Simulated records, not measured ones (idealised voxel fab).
process module | voxel gate over fins
cross-section cut | 195 nm wide | cells 5 nm
A cross-section is a grid of square cells, given in bands from the top down. A band is one or more rows of cells.
Each band's line starts with the height of the band's top and of its bottom, in nm. Then come its materials from left to right, each with its width in nm. One material with "throughout" fills the band from edge to edge. "air" is empty space.
Height 0 is the level under which the wafer as received is all one material. The lowest band goes on downwards, as in "0 down".
A width such as "30 to 40" changes by the same amount from each row of cells to the next, from the band's top row to its bottom row.
"no change" after a step means that no cell of the cross-section changed.
closed voids: empty space of 8 cells or more with no open way to the top, each as width x height at its distance from the left edge, in nm
after a step's settings: what the simulator itself notes on the step
overlay nm, on a step with a mask: how far to the right of its planned place the mask lay; to the left if negative
plan
1 op RECEIVE | material Si
2 op CONFORMAL_DEP | material SiN | thk nm 10
3 op PATTERN | tone cover | mask id FINS | material resist | width nm 15 | pitch nm 40 | thk nm 15 | overlay nm -15
4 op DIRECTIONAL_ETCH | etch materials SiN | depth nm 10
5 op DIRECTIONAL_ETCH | etch materials Si | depth nm 30
6 op STRIP | etch materials resist
7 op OXIDIZE | depth nm 5
8 op FILL_DEP | material SiO2 | thk nm 5
9 op CMP | height nm 10
10 op SELECTIVE_ETCH | etch materials SiO2 | depth nm 25
11 op STRIP | etch materials SiN
12 op CONFORMAL_DEP | material HfO2 | thk nm 5
13 op CONFORMAL_DEP | material TiN | thk nm 5
14 op CONFORMAL_DEP | material TiAl | thk nm 5
15 op CONFORMAL_DEP | material TiN | thk nm 5
16 op FILL_DEP | material W | thk nm 15
17 op CMP | height nm 30
18 op CONFORMAL_DEP | material SiCN | thk nm 5
varied across the wafers: overlay nm of step 3. The plan shows the first wafer's value. All wafers start alike
first wafer as received, after step 1
  0 down: Si throughout
  closed voids: none
first wafer at the end, after step 18
  35 to 30: SiCN throughout
  30 to 20: W throughout
  20 to 15: W 40 | TiN 85 | W 70
  15 to 10: W 40 | TiN 5 | TiAl 35 | TiN 5 | TiAl 35 | TiN 5 | W 70
  10 to 5: W 40 | TiN 5 | TiAl 5 | TiN 25 | TiAl 5 | TiN 5 | TiAl 5 | TiN 25 | TiAl 5 | TiN 5 | W 70
  5 to 0: TiN 45 | TiAl 5 | TiN 5 | HfO2 15 | TiN 5 | TiAl 5 | TiN 5 | TiAl 5 | TiN 5 | HfO2 15 | TiN 5 | TiAl 5 | TiN 75
  0 to -5: TiAl 50 | TiN 5 | HfO2 5 | Si 5 | HfO2 5 | TiN 5 | TiAl 15 | TiN 5 | HfO2 5 | Si 5 | HfO2 5 | TiN 5 | TiAl 80
  -5 to -10: TiN 55 | HfO2 5 | Si 5 | HfO2 5 | TiN 25 | HfO2 5 | Si 5 | HfO2 5 | TiN 85
  -10 to -15: HfO2 60 | Si 5 | HfO2 35 | Si 5 | HfO2 90
  -15 to -35: SiO2 60 | Si 5 | SiO2 35 | Si 5 | SiO2 90
  -35 down: Si throughout
  closed voids: none
last wafer at the end
  35 to 30: SiCN throughout
  30 to 20: W throughout
  20 to 15: W 70 | TiN 85 | W 40
  15 to 10: W 70 | TiN 5 | TiAl 35 | TiN 5 | TiAl 35 | TiN 5 | W 40
  10 to 5: W 70 | TiN 5 | TiAl 5 | TiN 25 | TiAl 5 | TiN 5 | TiAl 5 | TiN 25 | TiAl 5 | TiN 5 | W 40
  5 to 0: TiN 75 | TiAl 5 | TiN 5 | HfO2 15 | TiN 5 | TiAl 5 | TiN 5 | TiAl 5 | TiN 5 | HfO2 15 | TiN 5 | TiAl 5 | TiN 45
  0 to -5: TiAl 80 | TiN 5 | HfO2 5 | Si 5 | HfO2 5 | TiN 5 | TiAl 15 | TiN 5 | HfO2 5 | Si 5 | HfO2 5 | TiN 5 | TiAl 50
  -5 to -10: TiN 85 | HfO2 5 | Si 5 | HfO2 5 | TiN 25 | HfO2 5 | Si 5 | HfO2 5 | TiN 55
  -10 to -15: HfO2 90 | Si 5 | HfO2 35 | Si 5 | HfO2 60
  -15 to -35: SiO2 90 | Si 5 | SiO2 35 | Si 5 | SiO2 60
  -35 down: Si throughout
  closed voids: none
each wafer at the end: cells of each material gained (+) or lost (-) since it was received, then its closed voids
overlay nm -15 | +51 HfO2 | -259 Si | +39 SiCN | +148 SiO2 | +51 TiAl | +99 TiN | +144 W | closed voids: none
overlay nm -10 | +51 HfO2 | -259 Si | +39 SiCN | +148 SiO2 | +51 TiAl | +99 TiN | +144 W | closed voids: none
overlay nm -5 | +51 HfO2 | -259 Si | +39 SiCN | +148 SiO2 | +51 TiAl | +99 TiN | +144 W | closed voids: none
overlay nm 0 | +51 HfO2 | -259 Si | +39 SiCN | +148 SiO2 | +51 TiAl | +99 TiN | +144 W | closed voids: none
overlay nm 5 | +51 HfO2 | -259 Si | +39 SiCN | +148 SiO2 | +51 TiAl | +99 TiN | +144 W | closed voids: none
overlay nm 10 | +51 HfO2 | -259 Si | +39 SiCN | +148 SiO2 | +51 TiAl | +99 TiN | +144 W | closed voids: none
overlay nm 15 | +51 HfO2 | -259 Si | +39 SiCN | +148 SiO2 | +51 TiAl | +99 TiN | +144 W | closed voids: none
